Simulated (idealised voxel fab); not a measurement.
voxel released beams: a process module
Section shown: cut. Width: 285 nm. Cell size: 5 nm, square.
Think of the cross-section as a grid of square cells. We describe it in bands, top to bottom, and each band covers one or more rows of those cells. Read a band's entry like this: the first values are the height of its top and the height of its bottom in nm, and what follows is the sequence of materials from left to right, each with its width in nm. Note that "air" is empty space, and that a single material marked "everywhere" reaches across the band from edge to edge. The reference from which all heights are counted is 0, the level beneath which the as-received wafer is entirely one material; the lowest band, having no lower bound, proceeds downward and is written after the example "0..down". So if you see something like "30->40" for the width, read it as the top row of the band sitting at the first number and the bottom row at the second, with every row in between moving by the same amount as the last. Where the words "nothing was modified" appear for a step, the cross-section shows no cell changed by that step; every cell remained as before. Closed-off voids of 8+ cells (no open route to the top) go in "Trapped voids", written width x height at distance from the left edge, in nm. Heads up: the bit after the settings on a step's line is the simulator's remark on that step. overlay nm, on a step with a mask: how far to the right of its planned place the mask lay; to the left if negative.

Below is the list of planned process steps:
step 1: RECEIVE [material Si]
step 2: CONFORMAL_DEP [material SiN] [thk nm 5]
step 3: DIRECTIONAL_DEP [material SiO2] [thk nm 15]
step 4: PATTERN [tone open] [mask id ANCHOR] [material resist] [width nm 35] [thk nm 20] [overlay nm 0]
step 5: DIRECTIONAL_ETCH [etch materials SiO2] [depth nm 15]
step 6: STRIP [etch materials resist]
step 7: CONFORMAL_DEP [material polySi] [thk nm 15]
step 8: DIRECTIONAL_DEP [material aC] [thk nm 15]
step 9: PATTERN [tone cover] [mask id BEAM] [material resist] [width nm 100] [thk nm 30] [overlay nm 0]
step 10: DIRECTIONAL_ETCH [etch materials aC] [depth nm 15]
step 11: STRIP [etch materials resist]
step 12: DIRECTIONAL_ETCH [etch materials polySi] [depth nm 15]
step 13: STRIP [etch materials aC]
step 14: STRIP [etch materials SiO2]

Delivered wafer in cross-section: state after step 1:
- 0..down  Si everywhere
- Trapped voids: none

End-of-module cross-section of the first of two wafers, processed as planned:
- 35..20  90 air | 20 polySi | 5 air | 75 polySi | 95 air
- 20..5  95 air | 35 polySi | 155 air
- 5..0  SiN everywhere
- 0..down  Si everywhere
- Trapped voids: none

Same start, same plan as the first wafer - but one mistake in the run. Cross-section of the second of the two at the end of the module:
- 50..35  90 air | 100 polySi | 95 air
- 35..20  polySi everywhere
- 20..5  95 SiO2 | 35 polySi | 155 SiO2
- 5..0  SiN everywhere
- 0..down  Si everywhere
- Trapped voids: none
Where did the run depart from the plan? execution of plan step 7 occurred twice
End check, counted in cells, second wafer has more or fewer of these materials than the first: SiO2 +150 | polySi +174
